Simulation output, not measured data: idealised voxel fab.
process module | voxel wiring stack
cross-section cut | 270 nm wide | cells 5 nm
A cross-section is a grid of square cells, given in bands from the top down. A band is one or more rows of cells.
Each band's line starts with the height of the band's top and of its bottom, in nm. Then come its materials from left to right, each with its width in nm. One material with "throughout" fills the band from edge to edge. "air" is empty space.
Height 0 is the level under which the wafer as received is all one material. The lowest band goes on downwards, as in "0 down".
A width such as "30 to 40" changes by the same amount from each row of cells to the next, from the band's top row to its bottom row.
"no change" after a step means that no cell of the cross-section changed.
closed voids: empty space of 8 cells or more with no open way to the top, each as width x height at its distance from the left edge, in nm
after a step's settings: what the simulator itself notes on the step
overlay nm, on a step with a mask: how far to the right of its planned place the mask lay; to the left if negative
plan
1 op RECEIVE | material Si
2 op CONFORMAL_DEP | material SiO2 | thk nm 15
3 op CONFORMAL_DEP | material SiCN | thk nm 5
4 op DIRECTIONAL_DEP | material SiO2 | thk nm 25
5 op MASKED_ETCH | tone open | mask id METAL_1 | width nm 20 | pitch nm 40 | etch materials SiO2 | depth nm 25 | overlay nm 0
6 op MASKED_ETCH | tone open | mask id METAL_1 | width nm 20 | pitch nm 40 | etch materials SiCN | depth nm 5 | overlay nm 0
7 op CONFORMAL_DEP | material TiN | thk nm 5
8 op FILL_DEP | material Cu | thk nm 5
9 op CMP | height nm 45
10 op EPI | material Ru | thk nm 5
11 op FILL_DEP | material SiCN | thk nm 5
12 op DIRECTIONAL_DEP | material lowk | thk nm 10
13 op MASKED_ETCH | tone open | mask id PLUG_1 | width nm 15 | pitch nm 40 | etch materials lowk | depth nm 10 | overlay nm 0
14 op MASKED_ETCH | tone open | mask id PLUG_1 | width nm 15 | pitch nm 40 | etch materials SiCN | depth nm 5 | overlay nm 0
15 op CONFORMAL_DEP | material TiN | thk nm 5
16 op FILL_DEP | material W | thk nm 10
17 op CMP | height nm 65
18 op DIRECTIONAL_DEP | material TiN | thk nm 5
19 op DIRECTIONAL_DEP | material W | thk nm 25
20 op MASKED_ETCH | tone cover | mask id METAL_2 | width nm 20 | pitch nm 40 | etch materials W | depth nm 25 | overlay nm 0
21 op MASKED_ETCH | tone cover | mask id METAL_2 | width nm 20 | pitch nm 40 | etch materials TiN | depth nm 5 | overlay nm 0
22 op CONFORMAL_DEP | material SiCN | thk nm 5
23 op FILL_DEP | material lowk | thk nm 10
24 op CMP | height nm 95
25 op CONFORMAL_DEP | material SiCN | thk nm 5
first wafer, as planned
as received, after step 1
  0 down: Si throughout
  closed voids: none
after step 2
  15 to 0: SiO2 throughout
  below 0: unchanged
after step 3
  20 to 15: SiCN throughout
  below 15: unchanged
after step 4
  45 to 20: SiO2 throughout
  below 20: unchanged
after step 5
  45 to 20: SiO2 105 | air 20 | SiO2 20 | air 20 | SiO2 105
  below 20: unchanged
after step 6
  45 to 20: SiO2 105 | air 20 | SiO2 20 | air 20 | SiO2 105
  20 to 15: SiCN 105 | air 20 | SiCN 20 | air 20 | SiCN 105
  below 15: unchanged
after step 7
  50 to 45: TiN 110 | air 10 | TiN 30 | air 10 | TiN 110
  45 to 20: SiO2 105 | TiN 5 | air 10 | TiN 5 | SiO2 20 | TiN 5 | air 10 | TiN 5 | SiO2 105
  20 to 15: SiCN 105 | TiN 20 | SiCN 20 | TiN 20 | SiCN 105
  below 15: unchanged
after step 8
  55 to 50: Cu throughout
  50 to 45: TiN 110 | Cu 10 | TiN 30 | Cu 10 | TiN 110
  45 to 20: SiO2 105 | TiN 5 | Cu 10 | TiN 5 | SiO2 20 | TiN 5 | Cu 10 | TiN 5 | SiO2 105
  below 20: unchanged
after step 9
  45 to 20: SiO2 105 | TiN 5 | Cu 10 | TiN 5 | SiO2 20 | TiN 5 | Cu 10 | TiN 5 | SiO2 105
  below 20: unchanged
after step 10
  50 to 45: air 100 | Ru 30 | air 10 | Ru 30 | air 100
  below 45: unchanged
after step 11
  55 to 50: SiCN throughout
  50 to 45: SiCN 100 | Ru 30 | SiCN 10 | Ru 30 | SiCN 100
  below 45: unchanged
after step 12
  65 to 55: lowk throughout
  below 55: unchanged
after step 13
  65 to 55: lowk 105 | air 15 | lowk 25 | air 15 | lowk 110
  below 55: unchanged
after step 14
  65 to 55: lowk 105 | air 15 | lowk 25 | air 15 | lowk 110
  55 to 50: SiCN 105 | air 15 | SiCN 25 | air 15 | SiCN 110
  below 50: unchanged
after step 15
  70 to 65: TiN 110 | air 5 | TiN 35 | air 5 | TiN 115
  65 to 55: lowk 105 | TiN 5 | air 5 | TiN 5 | lowk 25 | TiN 5 | air 5 | TiN 5 | lowk 110
  55 to 50: SiCN 105 | TiN 15 | SiCN 25 | TiN 15 | SiCN 110
  below 50: unchanged
after step 16
  80 to 70: W throughout
  70 to 65: TiN 110 | W 5 | TiN 35 | W 5 | TiN 115
  65 to 55: lowk 105 | TiN 5 | W 5 | TiN 5 | lowk 25 | TiN 5 | W 5 | TiN 5 | lowk 110
  below 55: unchanged
after step 17
  65 to 55: lowk 105 | TiN 5 | W 5 | TiN 5 | lowk 25 | TiN 5 | W 5 | TiN 5 | lowk 110
  below 55: unchanged
after step 18
  70 to 65: TiN throughout
  below 65: unchanged
after step 19
  95 to 70: W throughout
  below 70: unchanged
after step 20
  95 to 70: air 105 | W 20 | air 20 | W 20 | air 105
  below 70: unchanged
after step 21
  95 to 70: air 105 | W 20 | air 20 | W 20 | air 105
  70 to 65: air 105 | TiN 20 | air 20 | TiN 20 | air 105
  below 65: unchanged
after step 22
  100 to 95: air 100 | SiCN 30 | air 10 | SiCN 30 | air 100
  95 to 70: air 100 | SiCN 5 | W 20 | SiCN 5 | air 10 | SiCN 5 | W 20 | SiCN 5 | air 100
  70 to 65: SiCN 105 | TiN 20 | SiCN 20 | TiN 20 | SiCN 105
  below 65: unchanged
after step 23
  110 to 100: lowk throughout
  100 to 95: lowk 100 | SiCN 30 | lowk 10 | SiCN 30 | lowk 100
  95 to 70: lowk 100 | SiCN 5 | W 20 | SiCN 5 | lowk 10 | SiCN 5 | W 20 | SiCN 5 | lowk 100
  below 70: unchanged
after step 24
  95 to 70: lowk 100 | SiCN 5 | W 20 | SiCN 5 | lowk 10 | SiCN 5 | W 20 | SiCN 5 | lowk 100
  below 70: unchanged
after step 25
  100 to 95: SiCN throughout
  below 95: unchanged
second wafer: like start, like plan, one mistake. Through step 19 it matches the first wafer
when step 20 should have ended
  95 to 70: W 105 | air 20 | W 20 | air 20 | W 105
  below 70: unchanged
when step 21 should have ended: no change
when step 22 should have ended
  100 to 95: SiCN 110 | air 10 | SiCN 30 | air 10 | SiCN 110
  95 to 75: W 105 | SiCN 5 | air 10 | SiCN 5 | W 20 | SiCN 5 | air 10 | SiCN 5 | W 105
  75 to 70: W 105 | SiCN 20 | W 20 | SiCN 20 | W 105
  below 70: unchanged
when step 23 should have ended
  110 to 100: lowk throughout
  100 to 95: SiCN 110 | lowk 10 | SiCN 30 | lowk 10 | SiCN 110
  95 to 75: W 105 | SiCN 5 | lowk 10 | SiCN 5 | W 20 | SiCN 5 | lowk 10 | SiCN 5 | W 105
  below 75: unchanged
when step 24 should have ended
  95 to 75: W 105 | SiCN 5 | lowk 10 | SiCN 5 | W 20 | SiCN 5 | lowk 10 | SiCN 5 | W 105
  below 75: unchanged
when step 25 should have ended
  100 to 95: SiCN throughout
  below 95: unchanged
what went wrong: step 20 ran as: op MASKED_ETCH | tone open | mask id METAL_2 | width nm 20 | pitch nm 40 | etch materials W | depth nm 25 | overlay nm 0
at the end the second wafer has, in cells: 42 fewer of SiCN | 46 more of TiN | 190 more of W | 194 fewer of lowk
